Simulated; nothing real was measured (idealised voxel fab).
You're looking at the process module voxel wiring stack.
Cross-sectional view cut (width: 205 nm; square cell size: 5 nm).
Reading order for cross-sections: top band down to bottom band. Underlying form: a grid of square cells. Band size: one or more rows of cells. What a band's entry tells you: where the top is and where the bottom is, as heights in nm, and after that what lies inside, material by material from left to right, each with its width in nm. Empty space is written as the word "air", and a single material marked with the word "edge to edge" occupies the band from edge to edge. Height reference: 0 = level under which incoming wafer is all one material. Lowest band: no bottom, runs on downward, e.g. "0 down". Per-row width for "30->40": begins at first number (top row of band), ends at second number (bottom row), increment between rows held constant. Basically "no alteration" means that step didn't change any cell in the cross-section. In "Closed internal cavities" the enclosed voids are listed, meaning empty spaces of 8 cells or larger without any opening to the top. The form is width x height at distance, distance from the left edge, units nm. That trailing text on a step's line, after the settings, is the simulator's own remark on the step. overlay nm: on a step with a mask, how far right of its planned place the mask lay; negative means left.

Intended process steps
- 1: op RECEIVE | material Si
- 2: op CONFORMAL_DEP | material SiO2 | thk nm 15
- 3: op DIRECTIONAL_DEP | material TiN | thk nm 5
- 4: op DIRECTIONAL_DEP | material W | thk nm 15
- 5: op MASKED_ETCH | tone cover | mask id METAL_1 | width nm 30 | pitch nm 60 | etch materials W | depth nm 15 | overlay nm 0
- 6: op MASKED_ETCH | tone cover | mask id METAL_1 | width nm 30 | pitch nm 60 | etch materials TiN | depth nm 5 | overlay nm 0
- 7: op CONFORMAL_DEP | material SiN | thk nm 5
- 8: op FILL_DEP | material lowk | thk nm 10
- 9: op CMP | height nm 35
- 10: op CONFORMAL_DEP | material SiCN | thk nm 5
- 11: op DIRECTIONAL_DEP | material SiO2 | thk nm 20
- 12: op DIRECTIONAL_DEP | material aC | thk nm 10
- 13: op PATTERN | tone open | mask id PLUG_1 | material resist | width nm 15 | pitch nm 60 | thk nm 25 | overlay nm 0
- 14: op DIRECTIONAL_ETCH | etch materials aC | depth nm 10
- 15: op STRIP | etch materials resist
- 16: op DIRECTIONAL_ETCH | etch materials SiO2 | depth nm 20
- 17: op DIRECTIONAL_ETCH | etch materials SiCN | depth nm 5
- 18: op STRIP | etch materials aC
- 19: op EPI | material Ru | thk nm 10
- 20: op EPI | material Ru | thk nm 10
- 21: op EPI | material Ru | thk nm 5
- 22: op DIRECTIONAL_DEP | material TiN | thk nm 5
- 23: op DIRECTIONAL_DEP | material Ru | thk nm 15
- 24: op PATTERN | tone cover | mask id METAL_2 | material resist | width nm 30 | pitch nm 60 | thk nm 20 | overlay nm 0
- 25: op DIRECTIONAL_ETCH | etch materials Ru | depth nm 15
- 26: op DIRECTIONAL_ETCH | etch materials TiN | depth nm 5
- 27: op STRIP | etch materials resist
- 28: op CONFORMAL_DEP | material SiCN | thk nm 5
- 29: op FILL_DEP | material lowk | thk nm 5
- 30: op CMP | height nm 80
- 31: op CONFORMAL_DEP | material SiCN | thk nm 5

First of the two wafers, run per plan

This is the cross-section of the wafer as we received it, i.e. after step 1
> 0 down | Si edge to edge
> Closed internal cavities: none

Presented here is a cross-section of the wafer after step 2 has been performed
> 15 to 0 | SiO2 edge to edge
> Beneath the level 0, the cross-section is identical to its previous state.

Presented here is a cross-section of the wafer after step 3 has been performed
> 20 to 15 | TiN edge to edge
> Beneath the level 15, the cross-section is identical to its previous state.

Presented here is a cross-section of the wafer after step 4 has been performed
> 35 to 20 | W edge to edge
> Beneath the level 20, the cross-section is identical to its previous state.

Presented here is a cross-section of the wafer after step 5 has been performed
> 35 to 20 | 25 air  30 W  30 air  30 W  30 air  30 W  30 air
> Beneath the level 20, the cross-section is identical to its previous state.

Presented here is a cross-section of the wafer after step 6 has been performed
> 35 to 20 | 25 air  30 W  30 air  30 W  30 air  30 W  30 air
> 20 to 15 | 25 air  30 TiN  30 air  30 TiN  30 air  30 TiN  30 air
> Beneath the level 15, the cross-section is identical to its previous state.

Presented here is a cross-section of the wafer after step 7 has been performed
> 40 to 35 | 20 air  40 SiN  20 air  40 SiN  20 air  40 SiN  25 air
> 35 to 20 | 20 air  5 SiN  30 W  5 SiN  20 air  5 SiN  30 W  5 SiN  20 air  5 SiN  30 W  5 SiN  25 air
> 20 to 15 | 25 SiN  30 TiN  30 SiN  30 TiN  30 SiN  30 TiN  30 SiN
> Beneath the level 15, the cross-section is identical to its previous state.

Presented here is a cross-section of the wafer after step 8 has been performed
> 50 to 40 | lowk edge to edge
> 40 to 35 | 20 lowk  40 SiN  20 lowk  40 SiN  20 lowk  40 SiN  25 lowk
> 35 to 20 | 20 lowk  5 SiN  30 W  5 SiN  20 lowk  5 SiN  30 W  5 SiN  20 lowk  5 SiN  30 W  5 SiN  25 lowk
> Beneath the level 20, the cross-section is identical to its previous state.

Presented here is a cross-section of the wafer after step 9 has been performed
> 35 to 20 | 20 lowk  5 SiN  30 W  5 SiN  20 lowk  5 SiN  30 W  5 SiN  20 lowk  5 SiN  30 W  5 SiN  25 lowk
> Beneath the level 20, the cross-section is identical to its previous state.

Presented here is a cross-section of the wafer after step 10 has been performed
> 40 to 35 | SiCN edge to edge
> Beneath the level 35, the cross-section is identical to its previous state.

Presented here is a cross-section of the wafer after step 11 has been performed
> 60 to 40 | SiO2 edge to edge
> Beneath the level 40, the cross-section is identical to its previous state.

Presented here is a cross-section of the wafer after step 12 has been performed
> 70 to 60 | aC edge to edge
> Beneath the level 60, the cross-section is identical to its previous state.

Presented here is a cross-section of the wafer after step 13 has been performed
> 95 to 70 | 25 resist  15 air  45 resist  15 air  45 resist  15 air  45 resist
> Beneath the level 70, the cross-section is identical to its previous state.

Presented here is a cross-section of the wafer after step 14 has been performed
> 85 to 70 | 25 resist  15 air  45 resist  15 air  45 resist  15 air  45 resist
> 70 to 60 | 25 aC  15 air  45 aC  15 air  45 aC  15 air  45 aC
> Beneath the level 60, the cross-section is identical to its previous state.

Presented here is a cross-section of the wafer after step 15 has been performed
> 70 to 60 | 25 aC  15 air  45 aC  15 air  45 aC  15 air  45 aC
> Beneath the level 60, the cross-section is identical to its previous state.

Presented here is a cross-section of the wafer after step 16 has been performed
> 70 to 60 | 25 aC  15 air  45 aC  15 air  45 aC  15 air  45 aC
> 60 to 40 | 25 SiO2  15 air  45 SiO2  15 air  45 SiO2  15 air  45 SiO2
> Beneath the level 40, the cross-section is identical to its previous state.

Presented here is a cross-section of the wafer after step 17 has been performed
> 70 to 60 | 25 aC  15 air  45 aC  15 air  45 aC  15 air  45 aC
> 60 to 40 | 25 SiO2  15 air  45 SiO2  15 air  45 SiO2  15 air  45 SiO2
> 40 to 35 | 25 SiCN  15 air  45 SiCN  15 air  45 SiCN  15 air  45 SiCN
> Beneath the level 35, the cross-section is identical to its previous state.

Presented here is a cross-section of the wafer after step 18 has been performed
> 60 to 40 | 25 SiO2  15 air  45 SiO2  15 air  45 SiO2  15 air  45 SiO2
> Beneath the level 40, the cross-section is identical to its previous state.

Presented here is a cross-section of the wafer after step 19 has been performed
> 60 to 45 | 25 SiO2  15 air  45 SiO2  15 air  45 SiO2  15 air  45 SiO2
> 45 to 40 | 25 SiO2  15 Ru  45 SiO2  15 Ru  45 SiO2  15 Ru  45 SiO2
> 40 to 35 | 25 SiCN  15 Ru  45 SiCN  15 Ru  45 SiCN  15 Ru  45 SiCN
> Beneath the level 35, the cross-section is identical to its previous state.

Presented here is a cross-section of the wafer after step 20 has been performed
> 60 to 55 | 25 SiO2  15 air  45 SiO2  15 air  45 SiO2  15 air  45 SiO2
> 55 to 40 | 25 SiO2  15 Ru  45 SiO2  15 Ru  45 SiO2  15 Ru  45 SiO2
> Beneath the level 40, the cross-section is identical to its previous state.

Presented here is a cross-section of the wafer after step 21 has been performed
> 60 to 40 | 25 SiO2  15 Ru  45 SiO2  15 Ru  45 SiO2  15 Ru  45 SiO2
> Beneath the level 40, the cross-section is identical to its previous state.

Presented here is a cross-section of the wafer after step 22 has been performed
> 65 to 60 | TiN edge to edge
> Beneath the level 60, the cross-section is identical to its previous state.

Presented here is a cross-section of the wafer after step 23 has been performed
> 80 to 65 | Ru edge to edge
> Beneath the level 65, the cross-section is identical to its previous state.

Presented here is a cross-section of the wafer after step 24 has been performed
> 100 to 80 | 25 air  30 resist  30 air  30 resist  30 air  30 resist  30 air
> Beneath the level 80, the cross-section is identical to its previous state.

Presented here is a cross-section of the wafer after step 25 has been performed
> 100 to 80 | 25 air  30 resist  30 air  30 resist  30 air  30 resist  30 air
> 80 to 65 | 25 air  30 Ru  30 air  30 Ru  30 air  30 Ru  30 air
> Beneath the level 65, the cross-section is identical to its previous state.

Presented here is a cross-section of the wafer after step 26 has been performed
> 100 to 80 | 25 air  30 resist  30 air  30 resist  30 air  30 resist  30 air
> 80 to 65 | 25 air  30 Ru  30 air  30 Ru  30 air  30 Ru  30 air
> 65 to 60 | 25 air  30 TiN  30 air  30 TiN  30 air  30 TiN  30 air
> Beneath the level 60, the cross-section is identical to its previous state.

Presented here is a cross-section of the wafer after step 27 has been performed
> 80 to 65 | 25 air  30 Ru  30 air  30 Ru  30 air  30 Ru  30 air
> Beneath the level 65, the cross-section is identical to its previous state.

Presented here is a cross-section of the wafer after step 28 has been performed
> 85 to 80 | 20 air  40 SiCN  20 air  40 SiCN  20 air  40 SiCN  25 air
> 80 to 65 | 20 air  5 SiCN  30 Ru  5 SiCN  20 air  5 SiCN  30 Ru  5 SiCN  20 air  5 SiCN  30 Ru  5 SiCN  25 air
> 65 to 60 | 25 SiCN  30 TiN  30 SiCN  30 TiN  30 SiCN  30 TiN  30 SiCN
> Beneath the level 60, the cross-section is identical to its previous state.

Presented here is a cross-section of the wafer after step 29 has been performed
> 90 to 85 | lowk edge to edge
> 85 to 80 | 20 lowk  40 SiCN  20 lowk  40 SiCN  20 lowk  40 SiCN  25 lowk
> 80 to 65 | 20 lowk  5 SiCN  30 Ru  5 SiCN  20 lowk  5 SiCN  30 Ru  5 SiCN  20 lowk  5 SiCN  30 Ru  5 SiCN  25 lowk
> Beneath the level 65, the cross-section is identical to its previous state.

Presented here is a cross-section of the wafer after step 30 has been performed
> 80 to 65 | 20 lowk  5 SiCN  30 Ru  5 SiCN  20 lowk  5 SiCN  30 Ru  5 SiCN  20 lowk  5 SiCN  30 Ru  5 SiCN  25 lowk
> Beneath the level 65, the cross-section is identical to its previous state.

Presented here is a cross-section of the wafer after step 31 has been performed
> 85 to 80 | SiCN edge to edge
> Beneath the level 80, the cross-section is identical to its previous state.

Second wafer: like start, like plan, one mistake. Through step 1 it matches the first wafer

Second wafer, sectioned view, at step 2's planned end time: no alteration

Second wafer, sectioned view, at step 3's planned end time
> 5 to 0 | TiN edge to edge
> Beneath the level 0, the cross-section is identical to its previous state.

Second wafer, sectioned view, at step 4's planned end time
> 20 to 5 | W edge to edge
> Beneath the level 5, the cross-section is identical to its previous state.

Second wafer, sectioned view, at step 5's planned end time
> 20 to 5 | 25 air  30 W  30 air  30 W  30 air  30 W  30 air
> Beneath the level 5, the cross-section is identical to its previous state.

Second wafer, sectioned view, at step 6's planned end time
> 20 to 5 | 25 air  30 W  30 air  30 W  30 air  30 W  30 air
> 5 to 0 | 25 air  30 TiN  30 air  30 TiN  30 air  30 TiN  30 air
> Beneath the level 0, the cross-section is identical to its previous state.

Second wafer, sectioned view, at step 7's planned end time
> 25 to 20 | 20 air  40 SiN  20 air  40 SiN  20 air  40 SiN  25 air
> 20 to 5 | 20 air  5 SiN  30 W  5 SiN  20 air  5 SiN  30 W  5 SiN  20 air  5 SiN  30 W  5 SiN  25 air
> 5 to 0 | 25 SiN  30 TiN  30 SiN  30 TiN  30 SiN  30 TiN  30 SiN
> Beneath the level 0, the cross-section is identical to its previous state.

Second wafer, sectioned view, at step 8's planned end time
> 35 to 25 | lowk edge to edge
> 25 to 20 | 20 lowk  40 SiN  20 lowk  40 SiN  20 lowk  40 SiN  25 lowk
> 20 to 5 | 20 lowk  5 SiN  30 W  5 SiN  20 lowk  5 SiN  30 W  5 SiN  20 lowk  5 SiN  30 W  5 SiN  25 lowk
> Beneath the level 5, the cross-section is identical to its previous state.

Second wafer, sectioned view, at step 9's planned end time: no alteration

Second wafer, sectioned view, at step 10's planned end time
> 40 to 35 | SiCN edge to edge
> Beneath the level 35, the cross-section is identical to its previous state.

Second wafer, sectioned view, at step 11's planned end time
> 60 to 40 | SiO2 edge to edge
> Beneath the level 40, the cross-section is identical to its previous state.

Second wafer, sectioned view, at step 12's planned end time
> 70 to 60 | aC edge to edge
> Beneath the level 60, the cross-section is identical to its previous state.

Second wafer, sectioned view, at step 13's planned end time
> 95 to 70 | 25 resist  15 air  45 resist  15 air  45 resist  15 air  45 resist
> Beneath the level 70, the cross-section is identical to its previous state.

Second wafer, sectioned view, at step 14's planned end time
> 85 to 70 | 25 resist  15 air  45 resist  15 air  45 resist  15 air  45 resist
> 70 to 60 | 25 aC  15 air  45 aC  15 air  45 aC  15 air  45 aC
> Beneath the level 60, the cross-section is identical to its previous state.

Second wafer, sectioned view, at step 15's planned end time
> 70 to 60 | 25 aC  15 air  45 aC  15 air  45 aC  15 air  45 aC
> Beneath the level 60, the cross-section is identical to its previous state.

Second wafer, sectioned view, at step 16's planned end time
> 70 to 60 | 25 aC  15 air  45 aC  15 air  45 aC  15 air  45 aC
> 60 to 40 | 25 SiO2  15 air  45 SiO2  15 air  45 SiO2  15 air  45 SiO2
> Beneath the level 40, the cross-section is identical to its previous state.

Second wafer, sectioned view, at step 17's planned end time
> 70 to 60 | 25 aC  15 air  45 aC  15 air  45 aC  15 air  45 aC
> 60 to 40 | 25 SiO2  15 air  45 SiO2  15 air  45 SiO2  15 air  45 SiO2
> 40 to 35 | 25 SiCN  15 air  45 SiCN  15 air  45 SiCN  15 air  45 SiCN
> Beneath the level 35, the cross-section is identical to its previous state.

Second wafer, sectioned view, at step 18's planned end time
> 60 to 40 | 25 SiO2  15 air  45 SiO2  15 air  45 SiO2  15 air  45 SiO2
> Beneath the level 40, the cross-section is identical to its previous state.

Second wafer, sectioned view, at step 19's planned end time: no alteration

Second wafer, sectioned view, at step 20's planned end time: no alteration

Second wafer, sectioned view, at step 21's planned end time: no alteration

Second wafer, sectioned view, at step 22's planned end time
> 65 to 60 | 25 TiN  15 air  45 TiN  15 air  45 TiN  15 air  45 TiN
> 60 to 40 | 25 SiO2  15 air  45 SiO2  15 air  45 SiO2  15 air  45 SiO2
> 40 to 35 | 25 SiCN  15 TiN  45 SiCN  15 TiN  45 SiCN  15 TiN  45 SiCN
> Beneath the level 35, the cross-section is identical to its previous state.

Second wafer, sectioned view, at step 23's planned end time
> 80 to 65 | 25 Ru  15 air  45 Ru  15 air  45 Ru  15 air  45 Ru
> 65 to 60 | 25 TiN  15 air  45 TiN  15 air  45 TiN  15 air  45 TiN
> 60 to 55 | 25 SiO2  15 air  45 SiO2  15 air  45 SiO2  15 air  45 SiO2
> 55 to 40 | 25 SiO2  15 Ru  45 SiO2  15 Ru  45 SiO2  15 Ru  45 SiO2
> Beneath the level 40, the cross-section is identical to its previous state.

Second wafer, sectioned view, at step 24's planned end time
> 100 to 80 | 25 air  30 resist  30 air  30 resist  30 air  30 resist  30 air
> 80 to 65 | 25 Ru  15 resist  45 Ru  15 resist  45 Ru  15 resist  45 Ru
> 65 to 60 | 25 TiN  15 resist  45 TiN  15 resist  45 TiN  15 resist  45 TiN
> 60 to 55 | 25 SiO2  15 resist  45 SiO2  15 resist  45 SiO2  15 resist  45 SiO2
> Beneath the level 55, the cross-section is identical to its previous state.

Second wafer, sectioned view, at step 25's planned end time
> 100 to 80 | 25 air  30 resist  30 air  30 resist  30 air  30 resist  30 air
> 80 to 65 | 25 air  15 resist  15 Ru  30 air  15 resist  15 Ru  30 air  15 resist  15 Ru  30 air
> Beneath the level 65, the cross-section is identical to its previous state.

Second wafer, sectioned view, at step 26's planned end time
> 100 to 80 | 25 air  30 resist  30 air  30 resist  30 air  30 resist  30 air
> 80 to 65 | 25 air  15 resist  15 Ru  30 air  15 resist  15 Ru  30 air  15 resist  15 Ru  30 air
> 65 to 60 | 25 air  15 resist  15 TiN  30 air  15 resist  15 TiN  30 air  15 resist  15 TiN  30 air
> Beneath the level 60, the cross-section is identical to its previous state.

Second wafer, sectioned view, at step 27's planned end time
> 80 to 65 | 40 air  15 Ru  45 air  15 Ru  45 air  15 Ru  30 air
> 65 to 60 | 40 air  15 TiN  45 air  15 TiN  45 air  15 TiN  30 air
> 60 to 55 | 25 SiO2  15 air  45 SiO2  15 air  45 SiO2  15 air  45 SiO2
> Beneath the level 55, the cross-section is identical to its previous state.

Second wafer, sectioned view, at step 28's planned end time
> 85 to 80 | 35 air  25 SiCN  35 air  25 SiCN  35 air  25 SiCN  25 air
> 80 to 65 | 35 air  5 SiCN  15 Ru  5 SiCN  35 air  5 SiCN  15 Ru  5 SiCN  35 air  5 SiCN  15 Ru  5 SiCN  25 air
> 65 to 60 | 30 SiCN  5 air  5 SiCN  15 TiN  35 SiCN  5 air  5 SiCN  15 TiN  35 SiCN  5 air  5 SiCN  15 TiN  30 SiCN
> 60 to 55 | 25 SiO2  15 SiCN  45 SiO2  15 SiCN  45 SiO2  15 SiCN  45 SiO2
> Beneath the level 55, the cross-section is identical to its previous state.

Second wafer, sectioned view, at step 29's planned end time
> 90 to 85 | lowk edge to edge
> 85 to 80 | 35 lowk  25 SiCN  35 lowk  25 SiCN  35 lowk  25 SiCN  25 lowk
> 80 to 65 | 35 lowk  5 SiCN  15 Ru  5 SiCN  35 lowk  5 SiCN  15 Ru  5 SiCN  35 lowk  5 SiCN  15 Ru  5 SiCN  25 lowk
> 65 to 60 | 30 SiCN  5 lowk  5 SiCN  15 TiN  35 SiCN  5 lowk  5 SiCN  15 TiN  35 SiCN  5 lowk  5 SiCN  15 TiN  30 SiCN
> Beneath the level 60, the cross-section is identical to its previous state.

Second wafer, sectioned view, at step 30's planned end time
> 80 to 65 | 35 lowk  5 SiCN  15 Ru  5 SiCN  35 lowk  5 SiCN  15 Ru  5 SiCN  35 lowk  5 SiCN  15 Ru  5 SiCN  25 lowk
> Beneath the level 65, the cross-section is identical to its previous state.

Second wafer, sectioned view, at step 31's planned end time
> 85 to 80 | SiCN edge to edge
> Beneath the level 80, the cross-section is identical to its previous state.
Want to know what went wrong? plan step 2 skipped
It is noted that, at the conclusion of processing, the second wafer exhibits a higher or lower cell count for certain materials relative to the first: 45 fewer of Ru; 15 more of SiCN; 24 more of SiN; 123 fewer of SiO2; 129 more of lowk
